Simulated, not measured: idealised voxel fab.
Process module in this document: voxel plated lines
The cross-section on display is named cut; it measures 215 nm wide, and its cells are 5 nm squares.
The cross-sections in this document take the form of a grid made of square cells. They are written out as bands, in order from top to bottom. Each band consists of one or more rows of cells. Within each band entry, the heights of the top and of the bottom of the band appear first, in that order and in nm; the materials of the band then follow from left to right, each with its corresponding width in nm. The designation "everywhere" on a single material indicates that it fills the band from edge to edge; the designation "air" indicates empty space. Heights are measured from 0, the level below which the as-received wafer is all one material; the lowest band has no bottom and continues downward, written as in "0 and below". Note: "30->40" means the width goes from the first number (top row of the band) to the second number (bottom row) in equal steps per row of cells. Basically "no alterations made" means that step didn't change any cell in the cross-section. Closed-off voids of 8+ cells (no open route to the top) go in "Listed closed voids", written width x height at distance from the left edge, in nm. Post-settings text on a step line: simulator's own remark regarding the step. overlay nm: how far to the right of its planned place the mask lay on this masked step (negative: to the left).
Plan
1,op RECEIVE | material Si
2,op CONFORMAL_DEP | material SiO2 | thk nm 5
3,op DIRECTIONAL_DEP | material TiN | thk nm 5
4,op PATTERN | tone open | mask id LINES | material resist | width nm 30 | pitch nm 60 | thk nm 35 | overlay nm 0
5,op EPI | material Ru | thk nm 10
6,op EPI | material Ru | thk nm 5
7,op EPI | material Ru | thk nm 10
8,op STRIP | etch materials resist
9,op DIRECTIONAL_ETCH | etch materials TiN | depth nm 5
10,op CONFORMAL_DEP | material SiCN | thk nm 5
Step 1 complete: cross-section of the wafer as received
> 0 and below = Si everywhere
> Listed closed voids: none
Cross-sectional result after module completion. Note: starting condition and plan are unchanged from above; one processing mistake was made
> 40 down to 35 = air: 60 / SiCN: 30 / air: 30 / SiCN: 30 / air: 65
> 35 down to 10 = air: 60 / SiCN: 5 / Ru: 20 / SiCN: 5 / air: 30 / SiCN: 5 / Ru: 20 / SiCN: 5 / air: 65
> 10 down to 5 = SiCN: 65 / TiN: 20 / SiCN: 40 / TiN: 20 / SiCN: 70
> 5 down to 0 = SiO2 everywhere
> 0 and below = Si everywhere
> Listed closed voids: none
Deviation from plan: step 4, actual vs plan mismatch, actual run op PATTERN | tone open | mask id LINES | material resist | width nm 20 | pitch nm 60 | thk nm 35 | overlay nm 0
